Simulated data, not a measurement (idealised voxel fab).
process module | voxel wiring stack
cross-section cut | 275 nm wide | cells 5 nm
A cross-section is a grid of square cells, given in bands from the top down. A band is one or more rows of cells.
Each band's line starts with the height of the band's top and of its bottom, in nm. Then come its materials from left to right, each with its width in nm. One material with "throughout" fills the band from edge to edge. "air" is empty space.
Height 0 is the level under which the wafer as received is all one material. The lowest band goes on downwards, as in "0 down".
A width such as "30 to 40" changes by the same amount from each row of cells to the next, from the band's top row to its bottom row.
"no change" after a step means that no cell of the cross-section changed.
closed voids: empty space of 8 cells or more with no open way to the top, each as width x height at its distance from the left edge, in nm
after a step's settings: what the simulator itself notes on the step
overlay nm, on a step with a mask: how far to the right of its planned place the mask lay; to the left if negative
plan
1 op RECEIVE | material Si
2 op CONFORMAL_DEP | material SiO2 | thk nm 15
3 op DIRECTIONAL_DEP | material TiN | thk nm 5
4 op DIRECTIONAL_DEP | material Ru | thk nm 20
5 op PATTERN | tone cover | mask id METAL_1 | material resist | width nm 30 | pitch nm 50 | thk nm 20 | overlay nm 0
6 op DIRECTIONAL_ETCH | etch materials Ru | depth nm 20
7 op DIRECTIONAL_ETCH | etch materials TiN | depth nm 5
8 op STRIP | etch materials resist
9 op CONFORMAL_DEP | material SiN | thk nm 5
10 op FILL_DEP | material SiO2 | thk nm 5
11 op CMP | height nm 40
12 op CONFORMAL_DEP | material SiCN | thk nm 5
13 op DIRECTIONAL_DEP | material SiO2 | thk nm 15
14 op MASKED_ETCH | tone open | mask id PLUG_1 | width nm 15 | etch materials SiO2 | depth nm 15 | overlay nm 0
15 op MASKED_ETCH | tone open | mask id PLUG_1 | width nm 15 | etch materials SiCN | depth nm 5 | overlay nm 0
16 op EPI | material Ru | thk nm 10
17 op EPI | material Ru | thk nm 10
18 op DIRECTIONAL_DEP | material TiN | thk nm 5
19 op DIRECTIONAL_DEP | material Ru | thk nm 25
20 op MASKED_ETCH | tone cover | mask id METAL_2 | width nm 30 | pitch nm 50 | etch materials Ru | depth nm 25 | overlay nm 0
21 op MASKED_ETCH | tone cover | mask id METAL_2 | width nm 30 | pitch nm 50 | etch materials TiN | depth nm 5 | overlay nm 0
22 op FILL_DEP | material lowk | thk nm 5
23 op CMP | height nm 90
24 op CONFORMAL_DEP | material SiCN | thk nm 5
25 op DIRECTIONAL_DEP | material SiO2 | thk nm 20
26 op MASKED_ETCH | tone open | mask id PLUG_2 | width nm 15 | etch materials SiO2 | depth nm 20 | overlay nm 0
27 op MASKED_ETCH | tone open | mask id PLUG_2 | width nm 15 | etch materials SiCN | depth nm 5 | overlay nm 0
28 op EPI | material Ru | thk nm 10
29 op EPI | material Ru | thk nm 10
30 op EPI | material Ru | thk nm 5
31 op DIRECTIONAL_DEP | material TiN | thk nm 5
32 op DIRECTIONAL_DEP | material W | thk nm 20
33 op DIRECTIONAL_DEP | material aC | thk nm 10
34 op PATTERN | tone cover | mask id METAL_3 | material resist | width nm 30 | pitch nm 50 | thk nm 30 | overlay nm 0
35 op DIRECTIONAL_ETCH | etch materials aC | depth nm 10
36 op STRIP | etch materials resist
37 op DIRECTIONAL_ETCH | etch materials W | depth nm 20
38 op DIRECTIONAL_ETCH | etch materials TiN | depth nm 5
39 op STRIP | etch materials aC
40 op FILL_DEP | material lowk | thk nm 5
41 op CMP | height nm 140
42 op CONFORMAL_DEP | material SiCN | thk nm 5
as received, after step 1
  0 down: Si throughout
  closed voids: none
a wafer at the end: this start, this plan, one mistake
  145 to 140: lowk throughout
  140 to 120: lowk 95 | W 30 | lowk 20 | W 30 | lowk 100
  120 to 115: lowk 95 | TiN 30 | lowk 20 | TiN 30 | lowk 100
  115 to 95: SiO2 95 | Ru 15 | SiO2 165
  95 to 90: SiCN 95 | Ru 15 | SiCN 165
  90 to 65: lowk 95 | Ru 30 | lowk 20 | Ru 30 | lowk 100
  65 to 60: lowk 95 | TiN 30 | lowk 20 | TiN 30 | lowk 100
  60 to 45: SiO2 95 | Ru 15 | SiO2 165
  45 to 40: SiCN 95 | Ru 15 | SiCN 165
  40 to 20: SiO2 90 | SiN 5 | Ru 30 | SiN 5 | SiO2 10 | SiN 5 | Ru 30 | SiN 5 | SiO2 95
  20 to 15: SiN 95 | TiN 30 | SiN 20 | TiN 30 | SiN 100
  15 to 0: SiO2 throughout
  0 down: Si throughout
  closed voids: none
what went wrong: step 42 ran as: op CONFORMAL_DEP | material lowk | thk nm 5
